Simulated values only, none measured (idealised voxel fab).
Process module under the name voxel wiring stack
Square cells of 5 nm make up the cross-section cut, whose width is 230 nm.
Format of a cross-section: grid, square cells. Given as bands. Order: top down. Band: one or more rows of cells.
Top, bottom (nm), then materials left to right with widths (nm); lone material tagged "all across" fills the whole band edge to edge; "empty" = empty space.
Height reference: 0 = level under which incoming wafer is all one material. Lowest band: no bottom, runs on downward, e.g. "0 -> down".
Graded width ("30->40"): value in top row of band = first number; value in bottom row = second number; row-to-row change constant.
A step reported as "changes: none" is a step in which no cell of the cross-section changed.
Entry "Fully sealed cavities". Content: empty spaces with no open connection to the top, size 8 cells or greater. Each: width x height at distance. Distance: from left edge. Unit: nm.
The remark found on a step's line after its settings is issued by the simulator itself and pertains to that step.
If you see "overlay nm" on a step's line and that step has a mask, it's telling you how far right of where it was planned the mask ended up; a negative number means it went left instead.

-- This section lists the process steps that were planned
| 1 | op RECEIVE | material Si |
| 2 | op CONFORMAL_DEP | material SiO2 | thk nm 15 |
| 3 | op DIRECTIONAL_DEP | material TiN | thk nm 5 |
| 4 | op DIRECTIONAL_DEP | material W | thk nm 25 |
| 5 | op DIRECTIONAL_DEP | material aC | thk nm 15 |
| 6 | op PATTERN | tone cover | mask id METAL_1 | material resist | width nm 25 | pitch nm 40 | thk nm 30 | overlay nm 0 |
| 7 | op DIRECTIONAL_ETCH | etch materials aC | depth nm 15 |
| 8 | op STRIP | etch materials resist |
| 9 | op DIRECTIONAL_ETCH | etch materials W | depth nm 25 |
| 10 | op DIRECTIONAL_ETCH | etch materials TiN | depth nm 5 |
| 11 | op STRIP | etch materials aC |
| 12 | op FILL_DEP | material lowk | thk nm 5 |
| 13 | op CMP | height nm 45 |
| 14 | op CONFORMAL_DEP | material SiCN | thk nm 5 |
| 15 | op DIRECTIONAL_DEP | material SiO2 | thk nm 15 |
| 16 | op DIRECTIONAL_DEP | material aC | thk nm 10 |
| 17 | op PATTERN | tone open | mask id PLUG_1 | material resist | width nm 15 | pitch nm 80 | thk nm 25 | overlay nm 0 |
| 18 | op DIRECTIONAL_ETCH | etch materials aC | depth nm 10 |
| 19 | op STRIP | etch materials resist |
| 20 | op DIRECTIONAL_ETCH | etch materials SiO2 | depth nm 15 |
| 21 | op DIRECTIONAL_ETCH | etch materials SiCN | depth nm 5 |
| 22 | op STRIP | etch materials aC |
| 23 | op EPI | material Ru | thk nm 10 |
| 24 | op EPI | material Ru | thk nm 10 |
| 25 | op DIRECTIONAL_DEP | material TiN | thk nm 5 |
| 26 | op DIRECTIONAL_DEP | material W | thk nm 15 |
| 27 | op MASKED_ETCH | tone cover | mask id METAL_2 | width nm 25 | pitch nm 40 | etch materials W | depth nm 15 | overlay nm 0 |
| 28 | op MASKED_ETCH | tone cover | mask id METAL_2 | width nm 25 | pitch nm 40 | etch materials TiN | depth nm 5 | overlay nm 0 |
| 29 | op CONFORMAL_DEP | material SiN | thk nm 5 |
| 30 | op FILL_DEP | material SiO2 | thk nm 5 |
| 31 | op CMP | height nm 85 |
| 32 | op CONFORMAL_DEP | material SiCN | thk nm 5 |
| 33 | op DIRECTIONAL_DEP | material lowk | thk nm 25 |
| 34 | op DIRECTIONAL_DEP | material aC | thk nm 15 |
| 35 | op PATTERN | tone open | mask id METAL_3_HOLES | material resist | width nm 15 | pitch nm 40 | thk nm 35 | overlay nm 0 |
| 36 | op DIRECTIONAL_ETCH | etch materials aC | depth nm 15 |
| 37 | op STRIP | etch materials resist |
| 38 | op DIRECTIONAL_ETCH | etch materials lowk | depth nm 25 |
| 39 | op STRIP | etch materials aC |
| 40 | op DIRECTIONAL_DEP | material aC | thk nm 10 |
| 41 | op PATTERN | tone open | mask id METAL_3 | material resist | width nm 25 | pitch nm 40 | thk nm 25 | overlay nm 0 |
| 42 | op DIRECTIONAL_ETCH | etch materials aC | depth nm 10 |
| 43 | op STRIP | etch materials resist |
| 44 | op DIRECTIONAL_ETCH | etch materials lowk | depth nm 15 |
| 45 | op DIRECTIONAL_ETCH | etch materials SiCN | depth nm 5 |
| 46 | op STRIP | etch materials aC |
| 47 | op CONFORMAL_DEP | material TiN | thk nm 5 |
| 48 | op FILL_DEP | material Ru | thk nm 5 |
| 49 | op CMP | height nm 115 |
| 50 | op CONFORMAL_DEP | material SiCN | thk nm 5 |
| 51 | op DIRECTIONAL_DEP | material lowk | thk nm 15 |
| 52 | op PATTERN | tone open | mask id PLUG_3 | material resist | width nm 15 | pitch nm 80 | thk nm 15 | overlay nm 0 |
| 53 | op DIRECTIONAL_ETCH | etch materials lowk | depth nm 15 |
| 54 | op DIRECTIONAL_ETCH | etch materials SiCN | depth nm 5 |
| 55 | op STRIP | etch materials resist |
| 56 | op CONFORMAL_DEP | material TiN | thk nm 5 |
| 57 | op FILL_DEP | material W | thk nm 5 |
| 58 | op CMP | height nm 135 |
| 59 | op DIRECTIONAL_DEP | material TiN | thk nm 5 |
| 60 | op DIRECTIONAL_DEP | material W | thk nm 15 |
| 61 | op PATTERN | tone cover | mask id METAL_4 | material resist | width nm 25 | pitch nm 40 | thk nm 15 | overlay nm 0 |
| 62 | op DIRECTIONAL_ETCH | etch materials W | depth nm 15 |
| 63 | op DIRECTIONAL_ETCH | etch materials TiN | depth nm 5 |
| 64 | op STRIP | etch materials resist |
| 65 | op FILL_DEP | material lowk | thk nm 10 |
| 66 | op CMP | height nm 155 |
| 67 | op CONFORMAL_DEP | material SiCN | thk nm 5 |

-- First of two wafers, processed according to plan

-- As-received wafer cross-section (after step 1)
  0 -> down | Si all across
  Fully sealed cavities: none

-- After step 2: wafer cross-section
  15 -> 0 | SiO2 all across
  At heights below 0, the structure remains unaltered.

-- After step 3: wafer cross-section
  20 -> 15 | TiN all across
  At heights below 15, the structure remains unaltered.

-- After step 4: wafer cross-section
  45 -> 20 | W all across
  At heights below 20, the structure remains unaltered.

-- After step 5: wafer cross-section
  60 -> 45 | aC all across
  At heights below 45, the structure remains unaltered.

-- After step 6: wafer cross-section
  90 -> 60 | 40 empty; 25 resist; 15 empty; 25 resist; 15 empty; 25 resist; 15 empty; 25 resist; 45 empty
  At heights below 60, the structure remains unaltered.

-- After step 7: wafer cross-section
  75 -> 60 | 40 empty; 25 resist; 15 empty; 25 resist; 15 empty; 25 resist; 15 empty; 25 resist; 45 empty
  60 -> 45 | 40 empty; 25 aC; 15 empty; 25 aC; 15 empty; 25 aC; 15 empty; 25 aC; 45 empty
  At heights below 45, the structure remains unaltered.

-- After step 8: wafer cross-section
  60 -> 45 | 40 empty; 25 aC; 15 empty; 25 aC; 15 empty; 25 aC; 15 empty; 25 aC; 45 empty
  At heights below 45, the structure remains unaltered.

-- After step 9: wafer cross-section
  60 -> 45 | 40 empty; 25 aC; 15 empty; 25 aC; 15 empty; 25 aC; 15 empty; 25 aC; 45 empty
  45 -> 20 | 40 empty; 25 W; 15 empty; 25 W; 15 empty; 25 W; 15 empty; 25 W; 45 empty
  At heights below 20, the structure remains unaltered.

-- After step 10: wafer cross-section
  60 -> 45 | 40 empty; 25 aC; 15 empty; 25 aC; 15 empty; 25 aC; 15 empty; 25 aC; 45 empty
  45 -> 20 | 40 empty; 25 W; 15 empty; 25 W; 15 empty; 25 W; 15 empty; 25 W; 45 empty
  20 -> 15 | 40 empty; 25 TiN; 15 empty; 25 TiN; 15 empty; 25 TiN; 15 empty; 25 TiN; 45 empty
  At heights below 15, the structure remains unaltered.

-- After step 11: wafer cross-section
  45 -> 20 | 40 empty; 25 W; 15 empty; 25 W; 15 empty; 25 W; 15 empty; 25 W; 45 empty
  At heights below 20, the structure remains unaltered.

-- After step 12: wafer cross-section
  50 -> 45 | lowk all across
  45 -> 20 | 40 lowk; 25 W; 15 lowk; 25 W; 15 lowk; 25 W; 15 lowk; 25 W; 45 lowk
  20 -> 15 | 40 lowk; 25 TiN; 15 lowk; 25 TiN; 15 lowk; 25 TiN; 15 lowk; 25 TiN; 45 lowk
  At heights below 15, the structure remains unaltered.

-- After step 13: wafer cross-section
  45 -> 20 | 40 lowk; 25 W; 15 lowk; 25 W; 15 lowk; 25 W; 15 lowk; 25 W; 45 lowk
  At heights below 20, the structure remains unaltered.

-- After step 14: wafer cross-section
  50 -> 45 | SiCN all across
  At heights below 45, the structure remains unaltered.

-- After step 15: wafer cross-section
  65 -> 50 | SiO2 all across
  At heights below 50, the structure remains unaltered.

-- After step 16: wafer cross-section
  75 -> 65 | aC all across
  At heights below 65, the structure remains unaltered.

-- After step 17: wafer cross-section
  100 -> 75 | 40 resist; 15 empty; 65 resist; 15 empty; 95 resist
  At heights below 75, the structure remains unaltered.

-- After step 18: wafer cross-section
  90 -> 75 | 40 resist; 15 empty; 65 resist; 15 empty; 95 resist
  75 -> 65 | 40 aC; 15 empty; 65 aC; 15 empty; 95 aC
  At heights below 65, the structure remains unaltered.

-- After step 19: wafer cross-section
  75 -> 65 | 40 aC; 15 empty; 65 aC; 15 empty; 95 aC
  At heights below 65, the structure remains unaltered.

-- After step 20: wafer cross-section
  75 -> 65 | 40 aC; 15 empty; 65 aC; 15 empty; 95 aC
  65 -> 50 | 40 SiO2; 15 empty; 65 SiO2; 15 empty; 95 SiO2
  At heights below 50, the structure remains unaltered.

-- After step 21: wafer cross-section
  75 -> 65 | 40 aC; 15 empty; 65 aC; 15 empty; 95 aC
  65 -> 50 | 40 SiO2; 15 empty; 65 SiO2; 15 empty; 95 SiO2
  50 -> 45 | 40 SiCN; 15 empty; 65 SiCN; 15 empty; 95 SiCN
  At heights below 45, the structure remains unaltered.

-- After step 22: wafer cross-section
  65 -> 50 | 40 SiO2; 15 empty; 65 SiO2; 15 empty; 95 SiO2
  At heights below 50, the structure remains unaltered.

-- After step 23: wafer cross-section
  65 -> 55 | 40 SiO2; 15 empty; 65 SiO2; 15 empty; 95 SiO2
  55 -> 50 | 40 SiO2; 15 Ru; 65 SiO2; 15 Ru; 95 SiO2
  50 -> 45 | 40 SiCN; 15 Ru; 65 SiCN; 15 Ru; 95 SiCN
  At heights below 45, the structure remains unaltered.

-- After step 24: wafer cross-section
  65 -> 50 | 40 SiO2; 15 Ru; 65 SiO2; 15 Ru; 95 SiO2
  At heights below 50, the structure remains unaltered.

-- After step 25: wafer cross-section
  70 -> 65 | TiN all across
  At heights below 65, the structure remains unaltered.

-- After step 26: wafer cross-section
  85 -> 70 | W all across
  At heights below 70, the structure remains unaltered.

-- After step 27: wafer cross-section
  85 -> 70 | 40 empty; 25 W; 15 empty; 25 W; 15 empty; 25 W; 15 empty; 25 W; 45 empty
  At heights below 70, the structure remains unaltered.

-- After step 28: wafer cross-section
  85 -> 70 | 40 empty; 25 W; 15 empty; 25 W; 15 empty; 25 W; 15 empty; 25 W; 45 empty
  70 -> 65 | 40 empty; 25 TiN; 15 empty; 25 TiN; 15 empty; 25 TiN; 15 empty; 25 TiN; 45 empty
  At heights below 65, the structure remains unaltered.

-- After step 29: wafer cross-section
  90 -> 85 | 35 empty; 35 SiN; 5 empty; 35 SiN; 5 empty; 35 SiN; 5 empty; 35 SiN; 40 empty
  85 -> 70 | 35 empty; 5 SiN; 25 W; 5 SiN; 5 empty; 5 SiN; 25 W; 5 SiN; 5 empty; 5 SiN; 25 W; 5 SiN; 5 empty; 5 SiN; 25 W; 5 SiN; 40 empty
  70 -> 65 | 40 SiN; 25 TiN; 15 SiN; 25 TiN; 15 SiN; 25 TiN; 15 SiN; 25 TiN; 45 SiN
  At heights below 65, the structure remains unaltered.

-- After step 30: wafer cross-section
  95 -> 90 | SiO2 all across
  90 -> 85 | 35 SiO2; 35 SiN; 5 SiO2; 35 SiN; 5 SiO2; 35 SiN; 5 SiO2; 35 SiN; 40 SiO2
  85 -> 70 | 35 SiO2; 5 SiN; 25 W; 5 SiN; 5 SiO2; 5 SiN; 25 W; 5 SiN; 5 SiO2; 5 SiN; 25 W; 5 SiN; 5 SiO2; 5 SiN; 25 W; 5 SiN; 40 SiO2
  At heights below 70, the structure remains unaltered.

-- After step 31: wafer cross-section
  85 -> 70 | 35 SiO2; 5 SiN; 25 W; 5 SiN; 5 SiO2; 5 SiN; 25 W; 5 SiN; 5 SiO2; 5 SiN; 25 W; 5 SiN; 5 SiO2; 5 SiN; 25 W; 5 SiN; 40 SiO2
  At heights below 70, the structure remains unaltered.

-- After step 32: wafer cross-section
  90 -> 85 | SiCN all across
  At heights below 85, the structure remains unaltered.

-- After step 33: wafer cross-section
  115 -> 90 | lowk all across
  At heights below 90, the structure remains unaltered.

-- After step 34: wafer cross-section
  130 -> 115 | aC all across
  At heights below 115, the structure remains unaltered.

-- After step 35: wafer cross-section
  165 -> 130 | 40 resist; 15 empty; 25 resist; 15 empty; 25 resist; 15 empty; 25 resist; 15 empty; 55 resist
  At heights below 130, the structure remains unaltered.

-- After step 36: wafer cross-section
  150 -> 130 | 40 resist; 15 empty; 25 resist; 15 empty; 25 resist; 15 empty; 25 resist; 15 empty; 55 resist
  130 -> 115 | 40 aC; 15 empty; 25 aC; 15 empty; 25 aC; 15 empty; 25 aC; 15 empty; 55 aC
  At heights below 115, the structure remains unaltered.

-- After step 37: wafer cross-section
  130 -> 115 | 40 aC; 15 empty; 25 aC; 15 empty; 25 aC; 15 empty; 25 aC; 15 empty; 55 aC
  At heights below 115, the structure remains unaltered.

-- After step 38: wafer cross-section
  130 -> 115 | 40 aC; 15 empty; 25 aC; 15 empty; 25 aC; 15 empty; 25 aC; 15 empty; 55 aC
  115 -> 90 | 40 lowk; 15 empty; 25 lowk; 15 empty; 25 lowk; 15 empty; 25 lowk; 15 empty; 55 lowk
  At heights below 90, the structure remains unaltered.

-- After step 39: wafer cross-section
  115 -> 90 | 40 lowk; 15 empty; 25 lowk; 15 empty; 25 lowk; 15 empty; 25 lowk; 15 empty; 55 lowk
  At heights below 90, the structure remains unaltered.

-- After step 40: wafer cross-section
  125 -> 115 | 40 aC; 15 empty; 25 aC; 15 empty; 25 aC; 15 empty; 25 aC; 15 empty; 55 aC
  115 -> 100 | 40 lowk; 15 empty; 25 lowk; 15 empty; 25 lowk; 15 empty; 25 lowk; 15 empty; 55 lowk
  100 -> 90 | 40 lowk; 15 aC; 25 lowk; 15 aC; 25 lowk; 15 aC; 25 lowk; 15 aC; 55 lowk
  At heights below 90, the structure remains unaltered.

-- After step 41: wafer cross-section
  150 -> 125 | 40 resist; 25 empty; 15 resist; 25 empty; 15 resist; 25 empty; 15 resist; 25 empty; 45 resist
  At heights below 125, the structure remains unaltered.

-- After step 42: wafer cross-section
  140 -> 125 | 40 resist; 25 empty; 15 resist; 25 empty; 15 resist; 25 empty; 15 resist; 25 empty; 45 resist
  125 -> 115 | 40 aC; 25 empty; 15 aC; 25 empty; 15 aC; 25 empty; 15 aC; 25 empty; 45 aC
  115 -> 90 | 40 lowk; 15 empty; 25 lowk; 15 empty; 25 lowk; 15 empty; 25 lowk; 15 empty; 55 lowk
  At heights below 90, the structure remains unaltered.

-- After step 43: wafer cross-section
  125 -> 115 | 40 aC; 25 empty; 15 aC; 25 empty; 15 aC; 25 empty; 15 aC; 25 empty; 45 aC
  At heights below 115, the structure remains unaltered.

-- After step 44: wafer cross-section
  125 -> 115 | 40 aC; 25 empty; 15 aC; 25 empty; 15 aC; 25 empty; 15 aC; 25 empty; 45 aC
  115 -> 100 | 40 lowk; 25 empty; 15 lowk; 25 empty; 15 lowk; 25 empty; 15 lowk; 25 empty; 45 lowk
  At heights below 100, the structure remains unaltered.

-- After step 45: wafer cross-section
  125 -> 115 | 40 aC; 25 empty; 15 aC; 25 empty; 15 aC; 25 empty; 15 aC; 25 empty; 45 aC
  115 -> 100 | 40 lowk; 25 empty; 15 lowk; 25 empty; 15 lowk; 25 empty; 15 lowk; 25 empty; 45 lowk
  100 -> 90 | 40 lowk; 15 empty; 25 lowk; 15 empty; 25 lowk; 15 empty; 25 lowk; 15 empty; 55 lowk
  90 -> 85 | 40 SiCN; 15 empty; 25 SiCN; 15 empty; 25 SiCN; 15 empty; 25 SiCN; 15 empty; 55 SiCN
  At heights below 85, the structure remains unaltered.

-- After step 46: wafer cross-section
  115 -> 100 | 40 lowk; 25 empty; 15 lowk; 25 empty; 15 lowk; 25 empty; 15 lowk; 25 empty; 45 lowk
  At heights below 100, the structure remains unaltered.

-- After step 47: wafer cross-section
  120 -> 115 | 45 TiN; 15 empty; 25 TiN; 15 empty; 25 TiN; 15 empty; 25 TiN; 15 empty; 50 TiN
  115 -> 105 | 40 lowk; 5 TiN; 15 empty; 5 TiN; 15 lowk; 5 TiN; 15 empty; 5 TiN; 15 lowk; 5 TiN; 15 empty; 5 TiN; 15 lowk; 5 TiN; 15 empty; 5 TiN; 45 lowk
  105 -> 100 | 40 lowk; 5 TiN; 5 empty; 15 TiN; 15 lowk; 5 TiN; 5 empty; 15 TiN; 15 lowk; 5 TiN; 5 empty; 15 TiN; 15 lowk; 5 TiN; 5 empty; 15 TiN; 45 lowk
  100 -> 90 | 40 lowk; 5 TiN; 5 empty; 5 TiN; 25 lowk; 5 TiN; 5 empty; 5 TiN; 25 lowk; 5 TiN; 5 empty; 5 TiN; 25 lowk; 5 TiN; 5 empty; 5 TiN; 55 lowk
  90 -> 85 | 40 SiCN; 15 TiN; 25 SiCN; 15 TiN; 25 SiCN; 15 TiN; 25 SiCN; 15 TiN; 55 SiCN
  At heights below 85, the structure remains unaltered.

-- After step 48: wafer cross-section
  125 -> 120 | Ru all across
  120 -> 115 | 45 TiN; 15 Ru; 25 TiN; 15 Ru; 25 TiN; 15 Ru; 25 TiN; 15 Ru; 50 TiN
  115 -> 105 | 40 lowk; 5 TiN; 15 Ru; 5 TiN; 15 lowk; 5 TiN; 15 Ru; 5 TiN; 15 lowk; 5 TiN; 15 Ru; 5 TiN; 15 lowk; 5 TiN; 15 Ru; 5 TiN; 45 lowk
  105 -> 100 | 40 lowk; 5 TiN; 5 Ru; 15 TiN; 15 lowk; 5 TiN; 5 Ru; 15 TiN; 15 lowk; 5 TiN; 5 Ru; 15 TiN; 15 lowk; 5 TiN; 5 Ru; 15 TiN; 45 lowk
  100 -> 90 | 40 lowk; 5 TiN; 5 Ru; 5 TiN; 25 lowk; 5 TiN; 5 Ru; 5 TiN; 25 lowk; 5 TiN; 5 Ru; 5 TiN; 25 lowk; 5 TiN; 5 Ru; 5 TiN; 55 lowk
  At heights below 90, the structure remains unaltered.

-- After step 49: wafer cross-section
  115 -> 105 | 40 lowk; 5 TiN; 15 Ru; 5 TiN; 15 lowk; 5 TiN; 15 Ru; 5 TiN; 15 lowk; 5 TiN; 15 Ru; 5 TiN; 15 lowk; 5 TiN; 15 Ru; 5 TiN; 45 lowk
  At heights below 105, the structure remains unaltered.

-- After step 50: wafer cross-section
  120 -> 115 | SiCN all across
  At heights below 115, the structure remains unaltered.

-- After step 51: wafer cross-section
  135 -> 120 | lowk all across
  At heights below 120, the structure remains unaltered.

-- After step 52: wafer cross-section
  150 -> 135 | 40 resist; 15 empty; 65 resist; 15 empty; 95 resist
  At heights below 135, the structure remains unaltered.

-- After step 53: wafer cross-section
  150 -> 135 | 40 resist; 15 empty; 65 resist; 15 empty; 95 resist
  135 -> 120 | 40 lowk; 15 empty; 65 lowk; 15 empty; 95 lowk
  At heights below 120, the structure remains unaltered.

-- After step 54: wafer cross-section
  150 -> 135 | 40 resist; 15 empty; 65 resist; 15 empty; 95 resist
  135 -> 120 | 40 lowk; 15 empty; 65 lowk; 15 empty; 95 lowk
  120 -> 115 | 40 SiCN; 15 empty; 65 SiCN; 15 empty; 95 SiCN
  At heights below 115, the structure remains unaltered.

-- After step 55: wafer cross-section
  135 -> 120 | 40 lowk; 15 empty; 65 lowk; 15 empty; 95 lowk
  At heights below 120, the structure remains unaltered.

-- After step 56: wafer cross-section
  140 -> 135 | 45 TiN; 5 empty; 75 TiN; 5 empty; 100 TiN
  135 -> 120 | 40 lowk; 5 TiN; 5 empty; 5 TiN; 65 lowk; 5 TiN; 5 empty; 5 TiN; 95 lowk
  120 -> 115 | 40 SiCN; 15 TiN; 65 SiCN; 15 TiN; 95 SiCN
  At heights below 115, the structure remains unaltered.

-- After step 57: wafer cross-section
  145 -> 140 | W all across
  140 -> 135 | 45 TiN; 5 W; 75 TiN; 5 W; 100 TiN
  135 -> 120 | 40 lowk; 5 TiN; 5 W; 5 TiN; 65 lowk; 5 TiN; 5 W; 5 TiN; 95 lowk
  At heights below 120, the structure remains unaltered.

-- After step 58: wafer cross-section
  135 -> 120 | 40 lowk; 5 TiN; 5 W; 5 TiN; 65 lowk; 5 TiN; 5 W; 5 TiN; 95 lowk
  At heights below 120, the structure remains unaltered.

-- After step 59: wafer cross-section
  140 -> 135 | TiN all across
  At heights below 135, the structure remains unaltered.

-- After step 60: wafer cross-section
  155 -> 140 | W all across
  At heights below 140, the structure remains unaltered.

-- After step 61: wafer cross-section
  170 -> 155 | 40 empty; 25 resist; 15 empty; 25 resist; 15 empty; 25 resist; 15 empty; 25 resist; 45 empty
  At heights below 155, the structure remains unaltered.

-- After step 62: wafer cross-section
  170 -> 155 | 40 empty; 25 resist; 15 empty; 25 resist; 15 empty; 25 resist; 15 empty; 25 resist; 45 empty
  155 -> 140 | 40 empty; 25 W; 15 empty; 25 W; 15 empty; 25 W; 15 empty; 25 W; 45 empty
  At heights below 140, the structure remains unaltered.

-- After step 63: wafer cross-section
  170 -> 155 | 40 empty; 25 resist; 15 empty; 25 resist; 15 empty; 25 resist; 15 empty; 25 resist; 45 empty
  155 -> 140 | 40 empty; 25 W; 15 empty; 25 W; 15 empty; 25 W; 15 empty; 25 W; 45 empty
  140 -> 135 | 40 empty; 25 TiN; 15 empty; 25 TiN; 15 empty; 25 TiN; 15 empty; 25 TiN; 45 empty
  At heights below 135, the structure remains unaltered.

-- After step 64: wafer cross-section
  155 -> 140 | 40 empty; 25 W; 15 empty; 25 W; 15 empty; 25 W; 15 empty; 25 W; 45 empty
  At heights below 140, the structure remains unaltered.

-- After step 65: wafer cross-section
  165 -> 155 | lowk all across
  155 -> 140 | 40 lowk; 25 W; 15 lowk; 25 W; 15 lowk; 25 W; 15 lowk; 25 W; 45 lowk
  140 -> 135 | 40 lowk; 25 TiN; 15 lowk; 25 TiN; 15 lowk; 25 TiN; 15 lowk; 25 TiN; 45 lowk
  At heights below 135, the structure remains unaltered.

-- After step 66: wafer cross-section
  155 -> 140 | 40 lowk; 25 W; 15 lowk; 25 W; 15 lowk; 25 W; 15 lowk; 25 W; 45 lowk
  At heights below 140, the structure remains unaltered.

-- After step 67: wafer cross-section
  160 -> 155 | SiCN all across
  At heights below 155, the structure remains unaltered.

-- Second Wafer (Identical Start and Plan, One Processing Error; Matches First Wafer Through Step 49)

-- Cross-sectional view of the second wafer at the intended end time of process step 50
  130 -> 115 | SiCN all across
  At heights below 115, the structure remains unaltered.

-- Cross-sectional view of the second wafer at the intended end time of process step 51
  145 -> 130 | lowk all across
  At heights below 130, the structure remains unaltered.

-- Cross-sectional view of the second wafer at the intended end time of process step 52
  160 -> 145 | 40 resist; 15 empty; 65 resist; 15 empty; 95 resist
  At heights below 145, the structure remains unaltered.

-- Cross-sectional view of the second wafer at the intended end time of process step 53
  160 -> 145 | 40 resist; 15 empty; 65 resist; 15 empty; 95 resist
  145 -> 130 | 40 lowk; 15 empty; 65 lowk; 15 empty; 95 lowk
  At heights below 130, the structure remains unaltered.

-- Cross-sectional view of the second wafer at the intended end time of process step 54
  160 -> 145 | 40 resist; 15 empty; 65 resist; 15 empty; 95 resist
  145 -> 130 | 40 lowk; 15 empty; 65 lowk; 15 empty; 95 lowk
  130 -> 125 | 40 SiCN; 15 empty; 65 SiCN; 15 empty; 95 SiCN
  At heights below 125, the structure remains unaltered.

-- Cross-sectional view of the second wafer at the intended end time of process step 55
  145 -> 130 | 40 lowk; 15 empty; 65 lowk; 15 empty; 95 lowk
  At heights below 130, the structure remains unaltered.

-- Cross-sectional view of the second wafer at the intended end time of process step 56
  150 -> 145 | 45 TiN; 5 empty; 75 TiN; 5 empty; 100 TiN
  145 -> 130 | 40 lowk; 5 TiN; 5 empty; 5 TiN; 65 lowk; 5 TiN; 5 empty; 5 TiN; 95 lowk
  130 -> 125 | 40 SiCN; 15 TiN; 65 SiCN; 15 TiN; 95 SiCN
  At heights below 125, the structure remains unaltered.

-- Cross-sectional view of the second wafer at the intended end time of process step 57
  155 -> 150 | W all across
  150 -> 145 | 45 TiN; 5 W; 75 TiN; 5 W; 100 TiN
  145 -> 130 | 40 lowk; 5 TiN; 5 W; 5 TiN; 65 lowk; 5 TiN; 5 W; 5 TiN; 95 lowk
  At heights below 130, the structure remains unaltered.

-- Cross-sectional view of the second wafer at the intended end time of process step 58
  135 -> 130 | 40 lowk; 5 TiN; 5 W; 5 TiN; 65 lowk; 5 TiN; 5 W; 5 TiN; 95 lowk
  At heights below 130, the structure remains unaltered.

-- Cross-sectional view of the second wafer at the intended end time of process step 59
  140 -> 135 | TiN all across
  At heights below 135, the structure remains unaltered.

-- Cross-sectional view of the second wafer at the intended end time of process step 60
  155 -> 140 | W all across
  At heights below 140, the structure remains unaltered.

-- Cross-sectional view of the second wafer at the intended end time of process step 61
  170 -> 155 | 40 empty; 25 resist; 15 empty; 25 resist; 15 empty; 25 resist; 15 empty; 25 resist; 45 empty
  At heights below 155, the structure remains unaltered.

-- Cross-sectional view of the second wafer at the intended end time of process step 62
  170 -> 155 | 40 empty; 25 resist; 15 empty; 25 resist; 15 empty; 25 resist; 15 empty; 25 resist; 45 empty
  155 -> 140 | 40 empty; 25 W; 15 empty; 25 W; 15 empty; 25 W; 15 empty; 25 W; 45 empty
  At heights below 140, the structure remains unaltered.

-- Cross-sectional view of the second wafer at the intended end time of process step 63
  170 -> 155 | 40 empty; 25 resist; 15 empty; 25 resist; 15 empty; 25 resist; 15 empty; 25 resist; 45 empty
  155 -> 140 | 40 empty; 25 W; 15 empty; 25 W; 15 empty; 25 W; 15 empty; 25 W; 45 empty
  140 -> 135 | 40 empty; 25 TiN; 15 empty; 25 TiN; 15 empty; 25 TiN; 15 empty; 25 TiN; 45 empty
  At heights below 135, the structure remains unaltered.

-- Cross-sectional view of the second wafer at the intended end time of process step 64
  155 -> 140 | 40 empty; 25 W; 15 empty; 25 W; 15 empty; 25 W; 15 empty; 25 W; 45 empty
  At heights below 140, the structure remains unaltered.

-- Cross-sectional view of the second wafer at the intended end time of process step 65
  165 -> 155 | lowk all across
  155 -> 140 | 40 lowk; 25 W; 15 lowk; 25 W; 15 lowk; 25 W; 15 lowk; 25 W; 45 lowk
  140 -> 135 | 40 lowk; 25 TiN; 15 lowk; 25 TiN; 15 lowk; 25 TiN; 15 lowk; 25 TiN; 45 lowk
  At heights below 135, the structure remains unaltered.

-- Cross-sectional view of the second wafer at the intended end time of process step 66
  155 -> 140 | 40 lowk; 25 W; 15 lowk; 25 W; 15 lowk; 25 W; 15 lowk; 25 W; 45 lowk
  At heights below 140, the structure remains unaltered.

-- Cross-sectional view of the second wafer at the intended end time of process step 67
  160 -> 155 | SiCN all across
  At heights below 155, the structure remains unaltered.
So what did we get wrong on this run? step 50 went in with a setting other than planned; the actual run was op CONFORMAL_DEP | material SiCN | thk nm 15
Looking at both finished wafers in cells, the second ends up ahead of or behind the first on some materials: SiCN: 92 more, TiN: 8 fewer, W: 4 fewer, lowk: 80 fewer
